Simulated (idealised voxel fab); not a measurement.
This is a process module. Its name is voxel capacitor over wiring.
Section cut is 255 nm wide and gridded with 5 nm square cells.
In this document a cross-section is written as a grid of square cells. It is given as a series of bands, listed from the top down, and a band is one or more rows of cells.
What a band's entry tells you: where the top is and where the bottom is, as heights in nm, and after that what lies inside, material by material from left to right, each with its width in nm. Empty space is written as the word "air", and a single material marked with the word "full width" occupies the band from edge to edge.
Measure heights from 0. That's the level where, below it, the as-received wafer is all one material. The lowest band is bottomless and extends downward; write it as in "0 nm and below".
The notation "30 to 40" denotes a width that varies across the rows of cells in the band, beginning at the first number in the top row, finishing at the second number in the bottom row, and changing by an identical amount from each row to the next.
Basically "nothing different" means that step didn't change any cell in the cross-section.
"Trapped void list": sealed empty spaces, 8 cells or more, no open way to top, listed width x height at distance, with distance from the left edge and width, height and distance in nm.
On each step's line, the part that comes after the settings is the simulator's own comment on the step.
overlay nm, on a step with a mask: how far to the right of its planned place the mask lay; to the left if negative
### The steps planned for the process are as follows
1: op RECEIVE | material Si
2: op CONFORMAL_DEP | material SiO2 | thk nm 15
3: op DIRECTIONAL_DEP | material TiN | thk nm 5
4: op DIRECTIONAL_DEP | material W | thk nm 15
5: op MASKED_ETCH | tone cover | mask id METAL_1 | width nm 25 | pitch nm 85 | etch materials W | depth nm 15 | overlay nm 0
6: op MASKED_ETCH | tone cover | mask id METAL_1 | width nm 25 | pitch nm 85 | etch materials TiN | depth nm 5 | overlay nm 0
7: op CONFORMAL_DEP | material SiCN | thk nm 5
8: op FILL_DEP | material lowk | thk nm 10
9: op CMP | height nm 35
10: op CONFORMAL_DEP | material SiCN | thk nm 5
11: op DIRECTIONAL_DEP | material lowk | thk nm 10
12: op DIRECTIONAL_DEP | material aC | thk nm 15
13: op PATTERN | tone open | mask id PLUG_1 | material resist | width nm 15 | thk nm 30 | overlay nm 0
14: op DIRECTIONAL_ETCH | etch materials aC | depth nm 15
15: op STRIP | etch materials resist
16: op DIRECTIONAL_ETCH | etch materials lowk | depth nm 10
17: op DIRECTIONAL_ETCH | etch materials SiCN | depth nm 5
18: op STRIP | etch materials aC
19: op CONFORMAL_DEP | material TiN | thk nm 5
20: op FILL_DEP | material Cu | thk nm 5
21: op CMP | height nm 50
22: op DIRECTIONAL_DEP | material TiN | thk nm 5
23: op DIRECTIONAL_DEP | material HfO2 | thk nm 5
24: op DIRECTIONAL_DEP | material TiN | thk nm 10
25: op DIRECTIONAL_DEP | material aC | thk nm 15
26: op PATTERN | tone cover | mask id UPPER_PLATE | material resist | width nm 65 | thk nm 35 | overlay nm 0
27: op DIRECTIONAL_ETCH | etch materials aC | depth nm 15
28: op STRIP | etch materials resist
29: op DIRECTIONAL_ETCH | etch materials TiN | depth nm 10
30: op DIRECTIONAL_ETCH | etch materials HfO2 | depth nm 5
31: op STRIP | etch materials aC
32: op DIRECTIONAL_DEP | material aC | thk nm 15
33: op PATTERN | tone cover | mask id LOWER_PLATE | material resist | width nm 75 | thk nm 30 | overlay nm 0
34: op DIRECTIONAL_ETCH | etch materials aC | depth nm 15
35: op STRIP | etch materials resist
36: op DIRECTIONAL_ETCH | etch materials TiN | depth nm 5
37: op STRIP | etch materials aC
38: op FILL_DEP | material SiO2 | thk nm 20
39: op CMP | height nm 85
40: op PATTERN | tone open | mask id PLUG_2 | material resist | width nm 15 | thk nm 15 | overlay nm 0
41: op DIRECTIONAL_ETCH | etch materials SiO2 | depth nm 15
42: op STRIP | etch materials resist
43: op CONFORMAL_DEP | material TiN | thk nm 5
44: op FILL_DEP | material Cu | thk nm 5
45: op CMP | height nm 85
46: op CONFORMAL_DEP | material SiCN | thk nm 5
### As received (post step 1): cross-section
- 0 nm and below | Si full width
- Trapped void list: none
### The cross-section shown corresponds to the wafer at the conclusion of the module. The initial structure and the process plan are those presented above; however, one mistake occurred in executing the plan
- 90 nm to 85 nm | SiCN full width
- 85 nm to 75 nm | 90 nm SiO2 / 5 nm TiN / 5 nm Cu / 5 nm TiN / 150 nm SiO2
- 75 nm to 70 nm | 90 nm SiO2 / 15 nm TiN / 150 nm SiO2
- 70 nm to 60 nm | 80 nm SiO2 / 65 nm TiN / 110 nm SiO2
- 60 nm to 55 nm | 80 nm SiO2 / 65 nm HfO2 / 110 nm SiO2
- 55 nm to 50 nm | 75 nm SiO2 / 75 nm TiN / 105 nm SiO2
- 50 nm to 40 nm | 80 nm lowk / 5 nm TiN / 10 nm Cu / 5 nm TiN / 155 nm lowk
- 40 nm to 35 nm | 80 nm SiCN / 20 nm TiN / 155 nm SiCN
- 35 nm to 20 nm | 65 nm lowk / 5 nm SiCN / 25 nm W / 5 nm SiCN / 50 nm lowk / 5 nm SiCN / 25 nm W / 5 nm SiCN / 70 nm lowk
- 20 nm to 15 nm | 70 nm SiCN / 25 nm TiN / 60 nm SiCN / 25 nm TiN / 75 nm SiCN
- 15 nm to 0 nm | SiO2 full width
- 0 nm and below | Si full width
- Trapped void list: none
Which mistake was made when the wafer was run? step 13 deviated from plan and actually ran as op PATTERN | tone open | mask id PLUG_1 | material resist | width nm 20 | thk nm 30 | overlay nm 0
